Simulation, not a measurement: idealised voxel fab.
The process module presented herein is designated voxel released beams.
For reference, the cross-section in this document is cut, with width 165 nm and square cells of 5 nm.
Cross-section format: a grid of square cells, given as bands from top to bottom; each band is one or more rows of cells. Per band: top height and bottom height in nm, followed by the left-to-right materials and their widths in nm; "throughout" marks a single material spanning edge to edge, "blank" marks empty space. Measure heights from 0. That's the level where, below it, the as-received wafer is all one material. The lowest band is bottomless and extends downward; write it as in "0 nm and below". A width such as "30 to 40" changes by the same amount from each row of cells to the next, from the band's top row to its bottom row. "nothing altered" means the step left every cell of the cross-section as it was. Under "Closed internal voids" you'll find the enclosed gaps, the ones with no way out to the top, that are 8 cells or bigger; each reads width x height at distance, with distance counted from the left edge, everything in nm. Read whatever lies past the settings on a step's line as the simulator's own remark about the step. overlay nm, on a step with a mask: how far to the right of its planned place the mask lay; to the left if negative.

The process steps that were planned are listed below:
1 RECEIVE | material Si
2 CONFORMAL_DEP | material Al2O3 | thk nm 10
3 DIRECTIONAL_DEP | material SiO2 | thk nm 15
4 PATTERN | tone open | mask id ANCHOR | material resist | width nm 30 | thk nm 15 | overlay nm 0
5 DIRECTIONAL_ETCH | etch materials SiO2 | depth nm 15
6 STRIP | etch materials resist
7 CONFORMAL_DEP | material W | thk nm 10
8 PATTERN | tone cover | mask id BEAM | material resist | width nm 110 | thk nm 20 | overlay nm 0
9 DIRECTIONAL_ETCH | etch materials W | depth nm 10
10 STRIP | etch materials resist
11 STRIP | etch materials SiO2

So this is the incoming wafer in cross-section - it's already been through step 1:
  0 nm and below  Si throughout
  Closed internal voids: none

Cross-sectional view of the first of the two wafers upon completion of the module, processed in accordance with the plan:
  35 nm to 25 nm  blank=25 | W=15 | blank=10 | W=85 | blank=30
  25 nm to 20 nm  blank=30 | W=10 | blank=10 | W=10 | blank=105
  20 nm to 10 nm  blank=30 | W=30 | blank=105
  10 nm to 0 nm  Al2O3 throughout
  0 nm and below  Si throughout
  Closed internal voids: none

Cross-section, wafer two of two, end of module: same start and plan as wafer one, one error in execution:
  35 nm to 25 nm  blank=20 | W=20 | blank=10 | W=90 | blank=25
  25 nm to 20 nm  blank=30 | W=10 | blank=10 | W=10 | blank=105
  20 nm to 10 nm  blank=30 | W=30 | blank=105
  10 nm to 0 nm  Al2O3 throughout
  0 nm and below  Si throughout
  Closed internal voids: none
Finding, execution versus plan: step 8 went in with a setting other than planned; the actual run was PATTERN | tone cover | mask id BEAM | material resist | width nm 120 | thk nm 20 | overlay nm 0
Counted in cells at the end, the second wafer holds more or fewer of these materials than the first: 4 more of W
